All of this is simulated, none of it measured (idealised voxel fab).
The name of this process module is voxel plated lines.
Cross-section cut: width 225 nm, square cells of 5 nm.
Cross-section spec: square-cell grid; bands listed top down; each band is one or more rows. In this notation a band is specified by the heights of its top and bottom, in that order and in nm, after which its materials appear from left to right, each paired with its width in nm. The word "everywhere" attached to a single material means that material fills the band from edge to edge; the word "air" stands for empty space. Heights are expressed relative to 0, this being the level below which the as-received wafer comprises one material exclusively. The lowest band is unbounded in the downward direction and is denoted as in "from 0 down". The two numbers in a width such as "30..40" mark its ends across the band: the first belongs to the top row of cells, the second to the bottom row, and from each row to the next the width moves by the same amount. It should be understood that the words "no change", when stated for a given step, signify that the cross-section underwent no change in any of its cells during that step. The list in "Closed cavity list" covers empty spaces of 8 cells or more that cannot reach the top through any open way, and it gives each as width x height at distance; the distance is from the left edge, and width, height and distance are in nm. Note: text after step settings on the step line = simulator remark on that step. overlay nm: for a step with a mask, the amount by which the mask lay right of where it was planned; a negative amount means left of it.
## Steps in the process plan
- 1: op RECEIVE | material Si
- 2: op CONFORMAL_DEP | material Al2O3 | thk nm 15
- 3: op DIRECTIONAL_DEP | material TiN | thk nm 5
- 4: op PATTERN | tone open | mask id LINES | material resist | width nm 20 | pitch nm 45 | thk nm 30 | overlay nm 0
- 5: op EPI | material Ru | thk nm 5
- 6: op EPI | material Ru | thk nm 10
- 7: op STRIP | etch materials resist
- 8: op DIRECTIONAL_ETCH | etch materials TiN | depth nm 5
- 9: op CONFORMAL_DEP | material SiN | thk nm 5
## Delivered wafer in cross-section: state after step 1
    from 0 down | Si everywhere
    Closed cavity list: none
## Starting structure and process plan are as shown above, but one mistake was made in running the module; the wafer cross-section at the end of the module follows
    from 25 to 20 | air=30  SiN=30  air=15  SiN=30  air=15  SiN=30  air=15  SiN=30  air=30
    from 20 to 5 | air=30  SiN=5  Ru=20  SiN=5  air=15  SiN=5  Ru=20  SiN=5  air=15  SiN=5  Ru=20  SiN=5  air=15  SiN=5  Ru=20  SiN=5  air=30
    from 5 to 0 | SiN=35  TiN=20  SiN=25  TiN=20  SiN=25  TiN=20  SiN=25  TiN=20  SiN=35
    from 0 down | Si everywhere
    Closed cavity list: none
Where did the run depart from the plan? step 2 of the plan was bypassed and not carried out
